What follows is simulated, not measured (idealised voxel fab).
Module name: voxel air gaps (process module)
cross-section cut | 270 nm wide | cells 5 nm
The cross-sections in this document take the form of a grid made of square cells. They are written out as bands, in order from top to bottom. Each band consists of one or more rows of cells.
Read a band's entry like this: the first values are the height of its top and the height of its bottom in nm, and what follows is the sequence of materials from left to right, each with its width in nm. Note that "blank" is empty space, and that a single material marked "all across" reaches across the band from edge to edge.
Note: height 0 marks the level under which the wafer is uniformly one material as received. Lowest band unbounded below, written "0 and below".
It should be noted that a width expressed as "30..40" varies in equal increments from row to row of cells within the band, taking the value of the first number at the top row and that of the second number at the bottom row.
Any step labelled "remains unaltered" changed none of the cells in the cross-section.
If an empty space has no open way to the top and is at least 8 cells in size, "Closed void listing" lists it, written width x height at distance, where distance is measured from the left edge and every value is in nm.
Past the settings on a step's line: simulator remark, on that step.
Among the settings permitted on a step's line is "overlay nm"; applied to a step with a mask, it specifies the extent to which the mask lay to the right of its planned position, whereas a negative figure signifies a position to the left.

Steps planned for the process
step 1: RECEIVE | material Si
step 2: CONFORMAL_DEP | material SiO2 | thk nm 15
step 3: CONFORMAL_DEP | material SiCN | thk nm 5
step 4: DIRECTIONAL_DEP | material lowk | thk nm 30
step 5: PATTERN | tone open | mask id LINES | material resist | width nm 25 | pitch nm 50 | thk nm 15 | overlay nm -15
step 6: DIRECTIONAL_ETCH | etch materials lowk | depth nm 30
step 7: STRIP | etch materials resist
step 8: CONFORMAL_DEP | material TiN | thk nm 5
step 9: FILL_DEP | material W | thk nm 5
step 10: CMP | height nm 50
step 11: EPI | material Ru | thk nm 10
step 12: SELECTIVE_ETCH | etch materials lowk | depth nm 40
step 13: CONFORMAL_DEP | material SiCN | thk nm 5
It is noted that the wafers described herein are identical at the outset and are distinguished by the overlay nm of step 5; the value stated in the plan corresponds to the first wafer.

Cut through the first of several wafers as received, post step 1
* 0 and below: Si all across
* Closed void listing: none

End-of-module cross-section, first of several wafers, after last step 13
* 65 down to 60: 40 nm blank | 155 nm SiCN | 75 nm blank
* 60 down to 50: 40 nm blank | 5 nm SiCN | 45 nm Ru | 5 nm SiCN | 45 nm Ru | 5 nm SiCN | 45 nm Ru | 5 nm SiCN | 75 nm blank
* 50 down to 45: 40 nm blank | 15 nm SiCN | 5 nm TiN | 15 nm W | 5 nm TiN | 25 nm SiCN | 5 nm TiN | 15 nm W | 5 nm TiN | 25 nm SiCN | 5 nm TiN | 15 nm W | 5 nm TiN | 15 nm SiCN | 75 nm blank
* 45 down to 25: 50 nm blank | 5 nm SiCN | 5 nm TiN | 15 nm W | 5 nm TiN | 5 nm SiCN | 15 nm blank | 5 nm SiCN | 5 nm TiN | 15 nm W | 5 nm TiN | 5 nm SiCN | 15 nm blank | 5 nm SiCN | 5 nm TiN | 15 nm W | 5 nm TiN | 5 nm SiCN | 85 nm blank
* 25 down to 20: 55 nm SiCN | 25 nm TiN | 25 nm SiCN | 25 nm TiN | 25 nm SiCN | 25 nm TiN | 90 nm SiCN
* 20 down to 15: SiCN all across
* 15 down to 0: SiO2 all across
* 0 and below: Si all across
* Closed void listing: 15 x 20 at 85; 15 x 20 at 135

At the end of the module, the last of several wafers in cross-section
* 65 down to 60: 70 nm blank | 155 nm SiCN | 45 nm blank
* 60 down to 50: 70 nm blank | 5 nm SiCN | 45 nm Ru | 5 nm SiCN | 45 nm Ru | 5 nm SiCN | 45 nm Ru | 5 nm SiCN | 45 nm blank
* 50 down to 45: 70 nm blank | 15 nm SiCN | 5 nm TiN | 15 nm W | 5 nm TiN | 25 nm SiCN | 5 nm TiN | 15 nm W | 5 nm TiN | 25 nm SiCN | 5 nm TiN | 15 nm W | 5 nm TiN | 15 nm SiCN | 45 nm blank
* 45 down to 25: 80 nm blank | 5 nm SiCN | 5 nm TiN | 15 nm W | 5 nm TiN | 5 nm SiCN | 15 nm blank | 5 nm SiCN | 5 nm TiN | 15 nm W | 5 nm TiN | 5 nm SiCN | 15 nm blank | 5 nm SiCN | 5 nm TiN | 15 nm W | 5 nm TiN | 5 nm SiCN | 55 nm blank
* 25 down to 20: 85 nm SiCN | 25 nm TiN | 25 nm SiCN | 25 nm TiN | 25 nm SiCN | 25 nm TiN | 60 nm SiCN
* 20 down to 15: SiCN all across
* 15 down to 0: SiO2 all across
* 0 and below: Si all across
* Closed void listing: 15 x 20 at 115; 15 x 20 at 165

wafer rows; end of module; cells per material since receipt: (+) gained, (-) lost; then closed voids
overlay nm -15, +54 Ru, +172 SiCN, +162 SiO2, +45 TiN, +45 W, Closed void listing: 15 x 20 at 85; 15 x 20 at 135
overlay nm -10, +54 Ru, +172 SiCN, +162 SiO2, +45 TiN, +45 W, Closed void listing: 15 x 20 at 90; 15 x 20 at 140
overlay nm -5, +54 Ru, +172 SiCN, +162 SiO2, +45 TiN, +45 W, Closed void listing: 15 x 20 at 95; 15 x 20 at 145
overlay nm 0, +54 Ru, +172 SiCN, +162 SiO2, +45 TiN, +45 W, Closed void listing: 15 x 20 at 100; 15 x 20 at 150
overlay nm 5, +54 Ru, +172 SiCN, +162 SiO2, +45 TiN, +45 W, Closed void listing: 15 x 20 at 105; 15 x 20 at 155
overlay nm 10, +54 Ru, +172 SiCN, +162 SiO2, +45 TiN, +45 W, Closed void listing: 15 x 20 at 110; 15 x 20 at 160
overlay nm 15, +54 Ru, +172 SiCN, +162 SiO2, +45 TiN, +45 W, Closed void listing: 15 x 20 at 115; 15 x 20 at 165
